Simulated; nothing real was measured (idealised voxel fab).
process module | voxel transistor to metal
cross-section cut | 215 nm wide | cells 5 nm
A cross-section is a grid of square cells, given in bands from the top down. A band is one or more rows of cells.
Each band's line starts with the height of the band's top and of its bottom, in nm. Then come its materials from left to right, each with its width in nm. One material with "throughout" fills the band from edge to edge. "air" is empty space.
Height 0 is the level under which the wafer as received is all one material. The lowest band goes on downwards, as in "0 down".
A width such as "30 to 40" changes by the same amount from each row of cells to the next, from the band's top row to its bottom row.
"no change" after a step means that no cell of the cross-section changed.
closed voids: empty space of 8 cells or more with no open way to the top, each as width x height at its distance from the left edge, in nm
after a step's settings: what the simulator itself notes on the step
overlay nm, on a step with a mask: how far to the right of its planned place the mask lay; to the left if negative
plan
1 op RECEIVE | material Si
2 op OXIDIZE | depth nm 5
3 op CONFORMAL_DEP | material SiN | thk nm 15
4 op MASKED_ETCH | tone cover | mask id ACTIVE | width nm 105 | etch materials SiN | depth nm 15 | overlay nm 0
5 op MASKED_ETCH | tone cover | mask id ACTIVE | width nm 105 | etch materials SiO2 | depth nm 5 | overlay nm 0
6 op MASKED_ETCH | tone cover | mask id ACTIVE | width nm 105 | etch materials Si | depth nm 25 | overlay nm 0
7 op OXIDIZE | depth nm 5
8 op FILL_DEP | material SiO2 | thk nm 15
9 op CMP | height nm 15
10 op SELECTIVE_ETCH | etch materials SiO2 | depth nm 10
11 op STRIP | etch materials SiN
12 op SELECTIVE_ETCH | etch materials SiO2 | depth nm 5
13 op OXIDIZE | depth nm 5
14 op DIRECTIONAL_DEP | material polySi | thk nm 25
15 op DIRECTIONAL_DEP | material SiCN | thk nm 10
16 op PATTERN | tone cover | mask id GATE | material resist | width nm 15 | thk nm 15 | overlay nm 0
17 op DIRECTIONAL_ETCH | etch materials SiCN | depth nm 20
18 op DIRECTIONAL_ETCH | etch materials polySi | depth nm 35
19 op STRIP | etch materials resist
20 op CONFORMAL_DEP | material SiO2 | thk nm 5
21 op DIRECTIONAL_ETCH | etch materials SiO2 | depth nm 5
22 op CONFORMAL_DEP | material SiN | thk nm 10
23 op DIRECTIONAL_ETCH | etch materials SiN | depth nm 10
24 op DIRECTIONAL_ETCH | etch materials SiO2 | depth nm 5
25 op DIRECTIONAL_ETCH | etch materials Si | depth nm 5
26 op EPI | material nSi | thk nm 10
27 op FILL_DEP | material SiO2 | thk nm 10
28 op CMP | height nm 30
29 op DIRECTIONAL_DEP | material SiO2 | thk nm 10
30 op MASKED_ETCH | tone open | mask id CONTACT | width nm 20 | pitch nm 75 | etch materials SiO2 | depth nm 40 | overlay nm 0
31 op CONFORMAL_DEP | material TiN | thk nm 5
32 op FILL_DEP | material W | thk nm 10
33 op CMP | height nm 40
34 op DIRECTIONAL_DEP | material TiN | thk nm 5
35 op DIRECTIONAL_DEP | material W | thk nm 15
36 op MASKED_ETCH | tone cover | mask id METAL_1 | width nm 20 | pitch nm 75 | etch materials W | depth nm 15 | overlay nm 0
37 op MASKED_ETCH | tone cover | mask id METAL_1 | width nm 20 | pitch nm 75 | etch materials TiN | depth nm 5 | overlay nm 0
38 op CONFORMAL_DEP | material SiN | thk nm 5
39 op FILL_DEP | material lowk | thk nm 10
40 op CMP | height nm 60
41 op CONFORMAL_DEP | material SiCN | thk nm 5
42 op DIRECTIONAL_DEP | material SiO2 | thk nm 35
43 op PATTERN | tone open | mask id METAL_2_HOLES | material resist | width nm 15 | pitch nm 75 | thk nm 20 | overlay nm 0
44 op DIRECTIONAL_ETCH | etch materials SiO2 | depth nm 35
45 op STRIP | etch materials resist
46 op DIRECTIONAL_DEP | material aC | thk nm 15
47 op PATTERN | tone open | mask id METAL_2 | material resist | width nm 20 | pitch nm 75 | thk nm 30 | overlay nm 0
48 op DIRECTIONAL_ETCH | etch materials aC | depth nm 15
49 op STRIP | etch materials resist
50 op DIRECTIONAL_ETCH | etch materials SiO2 | depth nm 20
51 op DIRECTIONAL_ETCH | etch materials SiCN | depth nm 5
52 op STRIP | etch materials aC
53 op CONFORMAL_DEP | material TiN | thk nm 5
54 op FILL_DEP | material Ru | thk nm 10
55 op CMP | height nm 100
56 op CONFORMAL_DEP | material SiN | thk nm 5
first wafer, as planned
as received, after step 1
  0 down: Si throughout
  closed voids: none
after step 2
  0 to -5: SiO2 throughout
  below -5: unchanged
after step 3
  15 to 0: SiN throughout
  below 0: unchanged
after step 4
  15 to 0: air 55 | SiN 105 | air 55
  below 0: unchanged
after step 5
  15 to 0: air 55 | SiN 105 | air 55
  0 to -5: air 55 | SiO2 105 | air 55
  below -5: unchanged
after step 6
  15 to 0: air 55 | SiN 105 | air 55
  0 to -5: air 55 | SiO2 105 | air 55
  -5 to -30: air 55 | Si 105 | air 55
  below -30: unchanged
after step 7
  15 to 0: air 55 | SiN 105 | air 55
  0 to -5: air 55 | SiO2 105 | air 55
  -5 to -30: air 55 | SiO2 5 | Si 95 | SiO2 5 | air 55
  -30 to -35: SiO2 60 | Si 95 | SiO2 60
  below -35: unchanged
after step 8
  30 to 15: SiO2 throughout
  15 to 0: SiO2 55 | SiN 105 | SiO2 55
  0 to -5: SiO2 throughout
  -5 to -35: SiO2 60 | Si 95 | SiO2 60
  below -35: unchanged
after step 9
  15 to 0: SiO2 55 | SiN 105 | SiO2 55
  below 0: unchanged
after step 10
  15 to 5: air 55 | SiN 105 | air 55
  below 5: unchanged
after step 11
  5 to 0: SiO2 55 | air 105 | SiO2 55
  below 0: unchanged
after step 12
  0 to -5: SiO2 50 | air 115 | SiO2 50
  below -5: unchanged
after step 13
  0 to -5: SiO2 50 | air 115 | SiO2 50
  -5 to -10: SiO2 throughout
  below -10: unchanged
after step 14
  25 to 20: polySi 50 | air 115 | polySi 50
  20 to 0: polySi throughout
  0 to -5: SiO2 50 | polySi 115 | SiO2 50
  below -5: unchanged
after step 15
  35 to 30: SiCN 50 | air 115 | SiCN 50
  30 to 25: SiCN throughout
  25 to 20: polySi 50 | SiCN 115 | polySi 50
  below 20: unchanged
after step 16
  50 to 35: air 100 | resist 15 | air 100
  35 to 30: SiCN 50 | air 50 | resist 15 | air 50 | SiCN 50
  below 30: unchanged
after step 17
  50 to 30: air 100 | resist 15 | air 100
  30 to 25: air 100 | SiCN 15 | air 100
  25 to 20: polySi 50 | air 50 | SiCN 15 | air 50 | polySi 50
  below 20: unchanged
after step 18
  50 to 30: air 100 | resist 15 | air 100
  30 to 20: air 100 | SiCN 15 | air 100
  20 to 0: air 100 | polySi 15 | air 100
  0 to -5: SiO2 50 | air 50 | polySi 15 | air 50 | SiO2 50
  below -5: unchanged
after step 19
  30 to 20: air 100 | SiCN 15 | air 100
  below 20: unchanged
after step 20
  35 to 30: air 95 | SiO2 25 | air 95
  30 to 20: air 95 | SiO2 5 | SiCN 15 | SiO2 5 | air 95
  20 to 5: air 95 | SiO2 5 | polySi 15 | SiO2 5 | air 95
  5 to 0: SiO2 55 | air 40 | SiO2 5 | polySi 15 | SiO2 5 | air 40 | SiO2 55
  0 to -5: SiO2 100 | polySi 15 | SiO2 100
  below -5: unchanged
after step 21
  30 to 20: air 95 | SiO2 5 | SiCN 15 | SiO2 5 | air 95
  20 to 0: air 95 | SiO2 5 | polySi 15 | SiO2 5 | air 95
  0 to -5: SiO2 55 | air 40 | SiO2 5 | polySi 15 | SiO2 5 | air 40 | SiO2 55
  below -5: unchanged
after step 22
  40 to 30: air 85 | SiN 45 | air 85
  30 to 20: air 85 | SiN 10 | SiO2 5 | SiCN 15 | SiO2 5 | SiN 10 | air 85
  20 to 10: air 85 | SiN 10 | SiO2 5 | polySi 15 | SiO2 5 | SiN 10 | air 85
  10 to 5: SiN 65 | air 20 | SiN 10 | SiO2 5 | polySi 15 | SiO2 5 | SiN 10 | air 20 | SiN 65
  5 to 0: SiN 95 | SiO2 5 | polySi 15 | SiO2 5 | SiN 95
  0 to -5: SiO2 55 | SiN 40 | SiO2 5 | polySi 15 | SiO2 5 | SiN 40 | SiO2 55
  below -5: unchanged
after step 23
  30 to 20: air 85 | SiN 10 | SiO2 5 | SiCN 15 | SiO2 5 | SiN 10 | air 85
  20 to 0: air 85 | SiN 10 | SiO2 5 | polySi 15 | SiO2 5 | SiN 10 | air 85
  0 to -5: SiO2 55 | SiN 10 | air 20 | SiN 10 | SiO2 5 | polySi 15 | SiO2 5 | SiN 10 | air 20 | SiN 10 | SiO2 55
  below -5: unchanged
after step 24
  30 to 25: air 85 | SiN 10 | air 5 | SiCN 15 | air 5 | SiN 10 | air 85
  25 to 20: air 85 | SiN 10 | SiO2 5 | SiCN 15 | SiO2 5 | SiN 10 | air 85
  20 to 0: air 85 | SiN 10 | SiO2 5 | polySi 15 | SiO2 5 | SiN 10 | air 85
  0 to -5: air 55 | SiN 10 | air 20 | SiN 10 | SiO2 5 | polySi 15 | SiO2 5 | SiN 10 | air 20 | SiN 10 | air 55
  -5 to -10: SiO2 65 | air 20 | SiO2 45 | air 20 | SiO2 65
  below -10: unchanged
after step 25
  30 to 25: air 85 | SiN 10 | air 5 | SiCN 15 | air 5 | SiN 10 | air 85
  25 to 20: air 85 | SiN 10 | SiO2 5 | SiCN 15 | SiO2 5 | SiN 10 | air 85
  20 to 0: air 85 | SiN 10 | SiO2 5 | polySi 15 | SiO2 5 | SiN 10 | air 85
  0 to -5: air 55 | SiN 10 | air 20 | SiN 10 | SiO2 5 | polySi 15 | SiO2 5 | SiN 10 | air 20 | SiN 10 | air 55
  -5 to -10: SiO2 65 | air 20 | SiO2 45 | air 20 | SiO2 65
  -10 to -15: SiO2 60 | Si 5 | air 20 | Si 45 | air 20 | Si 5 | SiO2 60
  below -15: unchanged
after step 26
  30 to 25: air 85 | SiN 10 | air 5 | SiCN 15 | air 5 | SiN 10 | air 85
  25 to 20: air 85 | SiN 10 | SiO2 5 | SiCN 15 | SiO2 5 | SiN 10 | air 85
  20 to 0: air 85 | SiN 10 | SiO2 5 | polySi 15 | SiO2 5 | SiN 10 | air 85
  0 to -5: air 55 | SiN 10 | nSi 20 | SiN 10 | SiO2 5 | polySi 15 | SiO2 5 | SiN 10 | nSi 20 | SiN 10 | air 55
  -5 to -10: SiO2 65 | nSi 20 | SiO2 45 | nSi 20 | SiO2 65
  -10 to -15: SiO2 60 | Si 5 | nSi 20 | Si 45 | nSi 20 | Si 5 | SiO2 60
  below -15: unchanged
after step 27
  40 to 30: SiO2 throughout
  30 to 20: SiO2 85 | SiN 10 | SiO2 5 | SiCN 15 | SiO2 5 | SiN 10 | SiO2 85
  20 to 0: SiO2 85 | SiN 10 | SiO2 5 | polySi 15 | SiO2 5 | SiN 10 | SiO2 85
  0 to -5: SiO2 55 | SiN 10 | nSi 20 | SiN 10 | SiO2 5 | polySi 15 | SiO2 5 | SiN 10 | nSi 20 | SiN 10 | SiO2 55
  below -5: unchanged
after step 28
  30 to 20: SiO2 85 | SiN 10 | SiO2 5 | SiCN 15 | SiO2 5 | SiN 10 | SiO2 85
  below 20: unchanged
after step 29
  40 to 30: SiO2 throughout
  below 30: unchanged
after step 30
  40 to 30: SiO2 60 | air 20 | SiO2 55 | air 20 | SiO2 60
  30 to 20: SiO2 60 | air 20 | SiO2 5 | SiN 10 | SiO2 5 | SiCN 15 | SiO2 5 | SiN 10 | SiO2 5 | air 20 | SiO2 60
  20 to 0: SiO2 60 | air 20 | SiO2 5 | SiN 10 | SiO2 5 | polySi 15 | SiO2 5 | SiN 10 | SiO2 5 | air 20 | SiO2 60
  below 0: unchanged
after step 31
  45 to 40: TiN 65 | air 10 | TiN 65 | air 10 | TiN 65
  40 to 30: SiO2 60 | TiN 5 | air 10 | TiN 5 | SiO2 55 | TiN 5 | air 10 | TiN 5 | SiO2 60
  30 to 20: SiO2 60 | TiN 5 | air 10 | TiN 5 | SiO2 5 | SiN 10 | SiO2 5 | SiCN 15 | SiO2 5 | SiN 10 | SiO2 5 | TiN 5 | air 10 | TiN 5 | SiO2 60
  20 to 5: SiO2 60 | TiN 5 | air 10 | TiN 5 | SiO2 5 | SiN 10 | SiO2 5 | polySi 15 | SiO2 5 | SiN 10 | SiO2 5 | TiN 5 | air 10 | TiN 5 | SiO2 60
  5 to 0: SiO2 60 | TiN 20 | SiO2 5 | SiN 10 | SiO2 5 | polySi 15 | SiO2 5 | SiN 10 | SiO2 5 | TiN 20 | SiO2 60
  below 0: unchanged
after step 32
  55 to 45: W throughout
  45 to 40: TiN 65 | W 10 | TiN 65 | W 10 | TiN 65
  40 to 30: SiO2 60 | TiN 5 | W 10 | TiN 5 | SiO2 55 | TiN 5 | W 10 | TiN 5 | SiO2 60
  30 to 20: SiO2 60 | TiN 5 | W 10 | TiN 5 | SiO2 5 | SiN 10 | SiO2 5 | SiCN 15 | SiO2 5 | SiN 10 | SiO2 5 | TiN 5 | W 10 | TiN 5 | SiO2 60
  20 to 5: SiO2 60 | TiN 5 | W 10 | TiN 5 | SiO2 5 | SiN 10 | SiO2 5 | polySi 15 | SiO2 5 | SiN 10 | SiO2 5 | TiN 5 | W 10 | TiN 5 | SiO2 60
  below 5: unchanged
after step 33
  40 to 30: SiO2 60 | TiN 5 | W 10 | TiN 5 | SiO2 55 | TiN 5 | W 10 | TiN 5 | SiO2 60
  below 30: unchanged
after step 34
  45 to 40: TiN throughout
  below 40: unchanged
after step 35
  60 to 45: W throughout
  below 45: unchanged
after step 36
  60 to 45: air 60 | W 20 | air 55 | W 20 | air 60
  below 45: unchanged
after step 37
  60 to 45: air 60 | W 20 | air 55 | W 20 | air 60
  45 to 40: air 60 | TiN 20 | air 55 | TiN 20 | air 60
  below 40: unchanged
after step 38
  65 to 60: air 55 | SiN 30 | air 45 | SiN 30 | air 55
  60 to 45: air 55 | SiN 5 | W 20 | SiN 5 | air 45 | SiN 5 | W 20 | SiN 5 | air 55
  45 to 40: SiN 60 | TiN 20 | SiN 55 | TiN 20 | SiN 60
  below 40: unchanged
after step 39
  75 to 65: lowk throughout
  65 to 60: lowk 55 | SiN 30 | lowk 45 | SiN 30 | lowk 55
  60 to 45: lowk 55 | SiN 5 | W 20 | SiN 5 | lowk 45 | SiN 5 | W 20 | SiN 5 | lowk 55
  below 45: unchanged
after step 40
  60 to 45: lowk 55 | SiN 5 | W 20 | SiN 5 | lowk 45 | SiN 5 | W 20 | SiN 5 | lowk 55
  below 45: unchanged
after step 41
  65 to 60: SiCN throughout
  below 60: unchanged
after step 42
  100 to 65: SiO2 throughout
  below 65: unchanged
after step 43
  120 to 100: resist 60 | air 15 | resist 60 | air 15 | resist 65
  below 100: unchanged
after step 44
  120 to 100: resist 60 | air 15 | resist 60 | air 15 | resist 65
  100 to 65: SiO2 60 | air 15 | SiO2 60 | air 15 | SiO2 65
  below 65: unchanged
after step 45
  100 to 65: SiO2 60 | air 15 | SiO2 60 | air 15 | SiO2 65
  below 65: unchanged
after step 46
  115 to 100: aC 60 | air 15 | aC 60 | air 15 | aC 65
  100 to 80: SiO2 60 | air 15 | SiO2 60 | air 15 | SiO2 65
  80 to 65: SiO2 60 | aC 15 | SiO2 60 | aC 15 | SiO2 65
  below 65: unchanged
after step 47
  145 to 115: resist 60 | air 20 | resist 55 | air 20 | resist 60
  below 115: unchanged
after step 48
  130 to 115: resist 60 | air 20 | resist 55 | air 20 | resist 60
  115 to 100: aC 60 | air 20 | aC 55 | air 20 | aC 60
  100 to 65: SiO2 60 | air 15 | SiO2 60 | air 15 | SiO2 65
  below 65: unchanged
after step 49
  115 to 100: aC 60 | air 20 | aC 55 | air 20 | aC 60
  below 100: unchanged
after step 50
  115 to 100: aC 60 | air 20 | aC 55 | air 20 | aC 60
  100 to 80: SiO2 60 | air 20 | SiO2 55 | air 20 | SiO2 60
  below 80: unchanged
after step 51
  115 to 100: aC 60 | air 20 | aC 55 | air 20 | aC 60
  100 to 80: SiO2 60 | air 20 | SiO2 55 | air 20 | SiO2 60
  80 to 65: SiO2 60 | air 15 | SiO2 60 | air 15 | SiO2 65
  65 to 60: SiCN 60 | air 15 | SiCN 60 | air 15 | SiCN 65
  below 60: unchanged
after step 52
  100 to 80: SiO2 60 | air 20 | SiO2 55 | air 20 | SiO2 60
  below 80: unchanged
after step 53
  105 to 100: TiN 65 | air 10 | TiN 65 | air 10 | TiN 65
  100 to 85: SiO2 60 | TiN 5 | air 10 | TiN 5 | SiO2 55 | TiN 5 | air 10 | TiN 5 | SiO2 60
  85 to 80: SiO2 60 | TiN 5 | air 5 | TiN 10 | SiO2 55 | TiN 5 | air 5 | TiN 10 | SiO2 60
  80 to 65: SiO2 60 | TiN 5 | air 5 | TiN 5 | SiO2 60 | TiN 5 | air 5 | TiN 5 | SiO2 65
  65 to 60: SiCN 60 | TiN 15 | SiCN 60 | TiN 15 | SiCN 65
  below 60: unchanged
after step 54
  115 to 105: Ru throughout
  105 to 100: TiN 65 | Ru 10 | TiN 65 | Ru 10 | TiN 65
  100 to 85: SiO2 60 | TiN 5 | Ru 10 | TiN 5 | SiO2 55 | TiN 5 | Ru 10 | TiN 5 | SiO2 60
  85 to 80: SiO2 60 | TiN 5 | Ru 5 | TiN 10 | SiO2 55 | TiN 5 | Ru 5 | TiN 10 | SiO2 60
  80 to 65: SiO2 60 | TiN 5 | Ru 5 | TiN 5 | SiO2 60 | TiN 5 | Ru 5 | TiN 5 | SiO2 65
  below 65: unchanged
after step 55
  100 to 85: SiO2 60 | TiN 5 | Ru 10 | TiN 5 | SiO2 55 | TiN 5 | Ru 10 | TiN 5 | SiO2 60
  below 85: unchanged
after step 56
  105 to 100: SiN throughout
  below 100: unchanged
second wafer: like start, like plan, one mistake. Through step 40 it matches the first wafer
when step 41 should have ended
  95 to 60: SiO2 throughout
  below 60: unchanged
when step 42 should have ended
  100 to 95: SiCN throughout
  below 95: unchanged
when step 43 should have ended
  120 to 100: resist 60 | air 15 | resist 60 | air 15 | resist 65
  below 100: unchanged
when step 44 should have ended: no change
when step 45 should have ended
  100 to 95: SiCN throughout
  below 95: unchanged
when step 46 should have ended
  115 to 100: aC throughout
  below 100: unchanged
when step 47 should have ended
  145 to 115: resist 60 | air 20 | resist 55 | air 20 | resist 60
  below 115: unchanged
when step 48 should have ended
  130 to 115: resist 60 | air 20 | resist 55 | air 20 | resist 60
  115 to 100: aC 60 | air 20 | aC 55 | air 20 | aC 60
  below 100: unchanged
when step 49 should have ended
  115 to 100: aC 60 | air 20 | aC 55 | air 20 | aC 60
  below 100: unchanged
when step 50 should have ended: no change
when step 51 should have ended
  115 to 100: aC 60 | air 20 | aC 55 | air 20 | aC 60
  100 to 95: SiCN 60 | air 20 | SiCN 55 | air 20 | SiCN 60
  below 95: unchanged
when step 52 should have ended
  100 to 95: SiCN 60 | air 20 | SiCN 55 | air 20 | SiCN 60
  below 95: unchanged
when step 53 should have ended
  105 to 100: TiN 65 | air 10 | TiN 65 | air 10 | TiN 65
  100 to 95: SiCN 60 | TiN 20 | SiCN 55 | TiN 20 | SiCN 60
  below 95: unchanged
when step 54 should have ended
  115 to 105: Ru throughout
  105 to 100: TiN 65 | Ru 10 | TiN 65 | Ru 10 | TiN 65
  below 100: unchanged
when step 55 should have ended
  100 to 95: SiCN 60 | TiN 20 | SiCN 55 | TiN 20 | SiCN 60
  below 95: unchanged
when step 56 should have ended
  105 to 100: SiN throughout
  below 100: unchanged
what went wrong: steps 41 and 42 were swapped
at the end the second wafer has, in cells: 20 fewer of Ru | 2 fewer of SiCN | 50 more of SiO2 | 28 fewer of TiN
